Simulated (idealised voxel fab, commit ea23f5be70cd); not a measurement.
process module | voxel self aligned vias
cross-section cut | 195 nm wide | cells 5 nm
A cross-section is a grid of square cells, given in bands from the top down. A band is one or more rows of cells.
Each band's line starts with the height of the band's top and of its bottom, in nm. Then come its materials from left to right, each with its width in nm. One material with "throughout" fills the band from edge to edge. "air" is empty space.
Height 0 is the level under which the wafer as received is all one material. The lowest band goes on downwards, as in "0 down".
A width such as "30 to 40" changes by the same amount from each row of cells to the next, from the band's top row to its bottom row.
"no change" after a step means that no cell of the cross-section changed.
closed voids: empty space of 8 cells or more with no open way to the top, each as width x height at its distance from the left edge, in nm
after a step's settings: what the simulator itself notes on the step
overlay nm, on a step with a mask: how far to the right of its planned place the mask lay; to the left if negative
plan
1 op RECEIVE | material Si
2 op CONFORMAL_DEP | material SiO2 | thk nm 10
3 op CONFORMAL_DEP | material SiCN | thk nm 5
4 op DIRECTIONAL_DEP | material SiO2 | thk nm 30
5 op MASKED_ETCH | tone open | mask id LINES | width nm 20 | pitch nm 60 | etch materials SiO2 | depth nm 30 | overlay nm 0
6 op CONFORMAL_DEP | material TiN | thk nm 5
7 op FILL_DEP | material Ru | thk nm 10
8 op CMP | height nm 45
9 op SELECTIVE_ETCH | etch materials W Ru TiN | depth nm 5
10 op FILL_DEP | material SiN | thk nm 5
11 op CMP | height nm 45
12 op DIRECTIONAL_DEP | material SiO2 | thk nm 20
13 op DIRECTIONAL_DEP | material aC | thk nm 10
14 op PATTERN | tone open | mask id VIAS | material resist | width nm 40 | pitch nm 60 | thk nm 30 | overlay nm 0
15 op DIRECTIONAL_ETCH | etch materials aC | depth nm 10
16 op STRIP | etch materials resist
17 op DIRECTIONAL_ETCH | etch materials SiO2 | depth nm 20
18 op DIRECTIONAL_ETCH | etch materials SiN | depth nm 5
19 op STRIP | etch materials aC
20 op CONFORMAL_DEP | material TiN | thk nm 5
21 op FILL_DEP | material W | thk nm 10
22 op CMP | height nm 65
23 op CONFORMAL_DEP | material SiCN | thk nm 5
first wafer, as planned
as received, after step 1
  0 down: Si throughout
  closed voids: none
after step 2
  10 to 0: SiO2 throughout
  below 0: unchanged
after step 3
  15 to 10: SiCN throughout
  below 10: unchanged
after step 4
  45 to 15: SiO2 throughout
  below 15: unchanged
after step 5
  45 to 15: SiO2 55 | air 20 | SiO2 40 | air 20 | SiO2 60
  below 15: unchanged
after step 6
  50 to 45: TiN 60 | air 10 | TiN 50 | air 10 | TiN 65
  45 to 20: SiO2 55 | TiN 5 | air 10 | TiN 5 | SiO2 40 | TiN 5 | air 10 | TiN 5 | SiO2 60
  20 to 15: SiO2 55 | TiN 20 | SiO2 40 | TiN 20 | SiO2 60
  below 15: unchanged
after step 7
  60 to 50: Ru throughout
  50 to 45: TiN 60 | Ru 10 | TiN 50 | Ru 10 | TiN 65
  45 to 20: SiO2 55 | TiN 5 | Ru 10 | TiN 5 | SiO2 40 | TiN 5 | Ru 10 | TiN 5 | SiO2 60
  below 20: unchanged
after step 8
  45 to 20: SiO2 55 | TiN 5 | Ru 10 | TiN 5 | SiO2 40 | TiN 5 | Ru 10 | TiN 5 | SiO2 60
  below 20: unchanged
after step 9
  45 to 40: SiO2 55 | air 20 | SiO2 40 | air 20 | SiO2 60
  below 40: unchanged
after step 10
  50 to 45: SiN throughout
  45 to 40: SiO2 55 | SiN 20 | SiO2 40 | SiN 20 | SiO2 60
  below 40: unchanged
after step 11
  45 to 40: SiO2 55 | SiN 20 | SiO2 40 | SiN 20 | SiO2 60
  below 40: unchanged
after step 12
  65 to 45: SiO2 throughout
  below 45: unchanged
after step 13
  75 to 65: aC throughout
  below 65: unchanged
after step 14
  105 to 75: resist 45 | air 40 | resist 20 | air 40 | resist 50
  below 75: unchanged
after step 15
  95 to 75: resist 45 | air 40 | resist 20 | air 40 | resist 50
  75 to 65: aC 45 | air 40 | aC 20 | air 40 | aC 50
  below 65: unchanged
after step 16
  75 to 65: aC 45 | air 40 | aC 20 | air 40 | aC 50
  below 65: unchanged
after step 17
  75 to 65: aC 45 | air 40 | aC 20 | air 40 | aC 50
  65 to 45: SiO2 45 | air 40 | SiO2 20 | air 40 | SiO2 50
  below 45: unchanged
after step 18
  75 to 65: aC 45 | air 40 | aC 20 | air 40 | aC 50
  65 to 45: SiO2 45 | air 40 | SiO2 20 | air 40 | SiO2 50
  45 to 40: SiO2 55 | air 20 | SiO2 40 | air 20 | SiO2 60
  below 40: unchanged
after step 19
  65 to 45: SiO2 45 | air 40 | SiO2 20 | air 40 | SiO2 50
  below 45: unchanged
after step 20
  70 to 65: TiN 50 | air 30 | TiN 30 | air 30 | TiN 55
  65 to 50: SiO2 45 | TiN 5 | air 30 | TiN 5 | SiO2 20 | TiN 5 | air 30 | TiN 5 | SiO2 50
  50 to 45: SiO2 45 | TiN 15 | air 10 | TiN 15 | SiO2 20 | TiN 15 | air 10 | TiN 15 | SiO2 50
  45 to 40: SiO2 55 | TiN 20 | SiO2 40 | TiN 20 | SiO2 60
  below 40: unchanged
after step 21
  80 to 70: W throughout
  70 to 65: TiN 50 | W 30 | TiN 30 | W 30 | TiN 55
  65 to 50: SiO2 45 | TiN 5 | W 30 | TiN 5 | SiO2 20 | TiN 5 | W 30 | TiN 5 | SiO2 50
  50 to 45: SiO2 45 | TiN 15 | W 10 | TiN 15 | SiO2 20 | TiN 15 | W 10 | TiN 15 | SiO2 50
  below 45: unchanged
after step 22
  65 to 50: SiO2 45 | TiN 5 | W 30 | TiN 5 | SiO2 20 | TiN 5 | W 30 | TiN 5 | SiO2 50
  below 50: unchanged
after step 23
  70 to 65: SiCN throughout
  below 65: unchanged
second wafer: like start, like plan, one mistake. Through step 13 it matches the first wafer
when step 14 should have ended
  105 to 75: resist 50 | air 40 | resist 20 | air 40 | resist 45
  below 75: unchanged
when step 15 should have ended
  95 to 75: resist 50 | air 40 | resist 20 | air 40 | resist 45
  75 to 65: aC 50 | air 40 | aC 20 | air 40 | aC 45
  below 65: unchanged
when step 16 should have ended
  75 to 65: aC 50 | air 40 | aC 20 | air 40 | aC 45
  below 65: unchanged
when step 17 should have ended
  75 to 65: aC 50 | air 40 | aC 20 | air 40 | aC 45
  65 to 45: SiO2 50 | air 40 | SiO2 20 | air 40 | SiO2 45
  below 45: unchanged
when step 18 should have ended
  75 to 65: aC 50 | air 40 | aC 20 | air 40 | aC 45
  65 to 45: SiO2 50 | air 40 | SiO2 20 | air 40 | SiO2 45
  45 to 40: SiO2 55 | air 20 | SiO2 40 | air 20 | SiO2 60
  below 40: unchanged
when step 19 should have ended
  65 to 45: SiO2 50 | air 40 | SiO2 20 | air 40 | SiO2 45
  below 45: unchanged
when step 20 should have ended
  70 to 65: TiN 55 | air 30 | TiN 30 | air 30 | TiN 50
  65 to 50: SiO2 50 | TiN 5 | air 30 | TiN 5 | SiO2 20 | TiN 5 | air 30 | TiN 5 | SiO2 45
  50 to 45: SiO2 50 | TiN 10 | air 10 | TiN 20 | SiO2 20 | TiN 10 | air 10 | TiN 20 | SiO2 45
  45 to 40: SiO2 55 | TiN 20 | SiO2 40 | TiN 20 | SiO2 60
  below 40: unchanged
when step 21 should have ended
  80 to 70: W throughout
  70 to 65: TiN 55 | W 30 | TiN 30 | W 30 | TiN 50
  65 to 50: SiO2 50 | TiN 5 | W 30 | TiN 5 | SiO2 20 | TiN 5 | W 30 | TiN 5 | SiO2 45
  50 to 45: SiO2 50 | TiN 10 | W 10 | TiN 20 | SiO2 20 | TiN 10 | W 10 | TiN 20 | SiO2 45
  below 45: unchanged
when step 22 should have ended
  65 to 50: SiO2 50 | TiN 5 | W 30 | TiN 5 | SiO2 20 | TiN 5 | W 30 | TiN 5 | SiO2 45
  below 50: unchanged
when step 23 should have ended
  70 to 65: SiCN throughout
  below 65: unchanged
what went wrong: step 14 ran as: op PATTERN | tone open | mask id VIAS | material resist | width nm 40 | pitch nm 60 | thk nm 30 | overlay nm 5
at the end the second wafer has, in cells: as many of each material as the first, in other places
